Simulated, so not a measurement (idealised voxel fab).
Documented hereafter: the process module known as voxel ribs on slabs.
The figure presents cross-section cut, which has a width of 175 nm and is divided into square cells with an edge length of 5 nm.
Square cells in a grid make up a cross-section in this document, and the grid is given as bands, listed from the top down, each one or more rows of cells.
Read a band's entry like this: the first values are the height of its top and the height of its bottom in nm, and what follows is the sequence of materials from left to right, each with its width in nm. Note that "air" is empty space, and that a single material marked "edge to edge" reaches across the band from edge to edge.
Heights are expressed relative to 0, this being the level below which the as-received wafer comprises one material exclusively. The lowest band is unbounded in the downward direction and is denoted as in "z 0 and below".
It should be noted that a width expressed as "30->40" varies in equal increments from row to row of cells within the band, taking the value of the first number at the top row and that of the second number at the bottom row.
Reading "no modification" for a step: not a cell of the cross-section changed in it.
Heads up: "Cavities, closed" only lists the empty pockets with no open path to the top that are 8 cells or more, and it writes them as width x height at distance, distance from the left edge, in nm.
Text after the settings on a step's line: the simulator's own remark on that step.
overlay nm: mask right of planned place by this much (step with mask). Neg. = left.

## Steps in the process plan
1,RECEIVE with material Si
2,DIRECTIONAL_DEP with material SiO2, thk nm 30
3,DIRECTIONAL_DEP with material SiN, thk nm 20
4,PATTERN with tone cover, mask id RIB, material resist, width nm 25, thk nm 20, overlay nm 0
5,DIRECTIONAL_ETCH with etch materials SiN, depth nm 10
6,STRIP with etch materials resist
7,PATTERN with tone cover, mask id SLAB, material resist, width nm 65, thk nm 15, overlay nm 0
8,DIRECTIONAL_ETCH with etch materials SiN, depth nm 10
9,STRIP with etch materials resist
10,FILL_DEP with material SiO2, thk nm 20
11,CMP with height nm 65
12,DIRECTIONAL_DEP with material W, thk nm 10
13,MASKED_ETCH with tone cover, mask id HEATER, width nm 35, etch materials W, depth nm 10, overlay nm 0
14,CONFORMAL_DEP with material SiN, thk nm 5

## Cross-section of the wafer at receipt, which is the condition after step 1
- z 0 and below  Si edge to edge
- Cavities, closed: none

## End-of-module cross-section. Starting structure and process plan as above; one mistake made in running it
- z 80 to 75  65 of air, then 45 of SiN, then 65 of air
- z 75 to 70  65 of air, then 5 of SiN, then 35 of W, then 5 of SiN, then 65 of air
- z 70 to 65  70 of SiN, then 35 of W, then 70 of SiN
- z 65 to 50  SiO2 edge to edge
- z 50 to 40  55 of SiO2, then 20 of SiN, then 25 of SiO2, then 20 of SiN, then 55 of SiO2
- z 40 to 30  SiN edge to edge
- z 30 to 0  SiO2 edge to edge
- z 0 and below  Si edge to edge
- Cavities, closed: none
Error vs. plan: step 4, actual vs plan mismatch, actual run PATTERN with tone open, mask id RIB, material resist, width nm 25, thk nm 20, overlay nm 0
